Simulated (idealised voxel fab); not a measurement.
process module | voxel wiring stack
cross-section cut | 195 nm wide | cells 5 nm
A cross-section is a grid of square cells, given in bands from the top down. A band is one or more rows of cells.
Each band's line starts with the height of the band's top and of its bottom, in nm. Then come its materials from left to right, each with its width in nm. One material with "throughout" fills the band from edge to edge. "air" is empty space.
Height 0 is the level under which the wafer as received is all one material. The lowest band goes on downwards, as in "0 down".
A width such as "30 to 40" changes by the same amount from each row of cells to the next, from the band's top row to its bottom row.
"no change" after a step means that no cell of the cross-section changed.
closed voids: empty space of 8 cells or more with no open way to the top, each as width x height at its distance from the left edge, in nm
after a step's settings: what the simulator itself notes on the step
overlay nm, on a step with a mask: how far to the right of its planned place the mask lay; to the left if negative
plan
1 op RECEIVE | material Si
2 op CONFORMAL_DEP | material SiO2 | thk nm 10
3 op CONFORMAL_DEP | material SiCN | thk nm 5
4 op DIRECTIONAL_DEP | material lowk | thk nm 20
5 op MASKED_ETCH | tone open | mask id METAL_1 | width nm 25 | pitch nm 45 | etch materials lowk | depth nm 20 | overlay nm 0
6 op MASKED_ETCH | tone open | mask id METAL_1 | width nm 25 | pitch nm 45 | etch materials SiCN | depth nm 5 | overlay nm 0
7 op CONFORMAL_DEP | material TiN | thk nm 5
8 op FILL_DEP | material Ru | thk nm 5
9 op CMP | height nm 35
10 op CONFORMAL_DEP | material SiCN | thk nm 5
11 op DIRECTIONAL_DEP | material SiO2 | thk nm 35
12 op MASKED_ETCH | tone open | mask id METAL_2_HOLES | width nm 15 | pitch nm 45 | etch materials SiO2 | depth nm 35 | overlay nm 0
13 op DIRECTIONAL_DEP | material aC | thk nm 15
14 op PATTERN | tone open | mask id METAL_2 | material resist | width nm 25 | pitch nm 45 | thk nm 30 | overlay nm 0
15 op DIRECTIONAL_ETCH | etch materials aC | depth nm 15
16 op STRIP | etch materials resist
17 op DIRECTIONAL_ETCH | etch materials SiO2 | depth nm 20
18 op DIRECTIONAL_ETCH | etch materials SiCN | depth nm 5
19 op STRIP | etch materials aC
20 op CONFORMAL_DEP | material TiN | thk nm 5
21 op FILL_DEP | material Cu | thk nm 5
22 op CMP | height nm 75
23 op CONFORMAL_DEP | material SiCN | thk nm 5
24 op DIRECTIONAL_DEP | material SiO2 | thk nm 10
25 op DIRECTIONAL_DEP | material aC | thk nm 10
26 op PATTERN | tone open | mask id PLUG_2 | material resist | width nm 15 | pitch nm 90 | thk nm 25 | overlay nm 0
27 op DIRECTIONAL_ETCH | etch materials aC | depth nm 10
28 op STRIP | etch materials resist
29 op DIRECTIONAL_ETCH | etch materials SiO2 | depth nm 10
30 op DIRECTIONAL_ETCH | etch materials SiCN | depth nm 5
31 op STRIP | etch materials aC
32 op CONFORMAL_DEP | material TiN | thk nm 5
33 op FILL_DEP | material Cu | thk nm 5
34 op CMP | height nm 90
35 op DIRECTIONAL_DEP | material TiN | thk nm 5
36 op DIRECTIONAL_DEP | material W | thk nm 20
37 op MASKED_ETCH | tone cover | mask id METAL_3 | width nm 25 | pitch nm 45 | etch materials W | depth nm 20 | overlay nm 0
38 op MASKED_ETCH | tone cover | mask id METAL_3 | width nm 25 | pitch nm 45 | etch materials TiN | depth nm 5 | overlay nm 0
39 op CONFORMAL_DEP | material SiCN | thk nm 5
40 op FILL_DEP | material SiO2 | thk nm 10
41 op CMP | height nm 115
42 op CONFORMAL_DEP | material SiN | thk nm 5
varied across the wafers: width nm of step 12. The plan shows the first wafer's value. All wafers start alike
first wafer as received, after step 1
  0 down: Si throughout
  closed voids: none
each wafer at the end: cells of each material gained (+) or lost (-) since it was received, then its closed voids
width nm 15 | +43 Cu | +36 Ru | +135 SiCN | +39 SiN | +402 SiO2 | +125 TiN | +60 W | +96 lowk | closed voids: none
width nm 20 | +55 Cu | +36 Ru | +132 SiCN | +39 SiN | +393 SiO2 | +125 TiN | +60 W | +96 lowk | closed voids: none
width nm 25 | +73 Cu | +36 Ru | +132 SiCN | +39 SiN | +372 SiO2 | +128 TiN | +60 W | +96 lowk | closed voids: none
width nm 30 | +85 Cu | +36 Ru | +129 SiCN | +39 SiN | +363 SiO2 | +128 TiN | +60 W | +96 lowk | closed voids: none
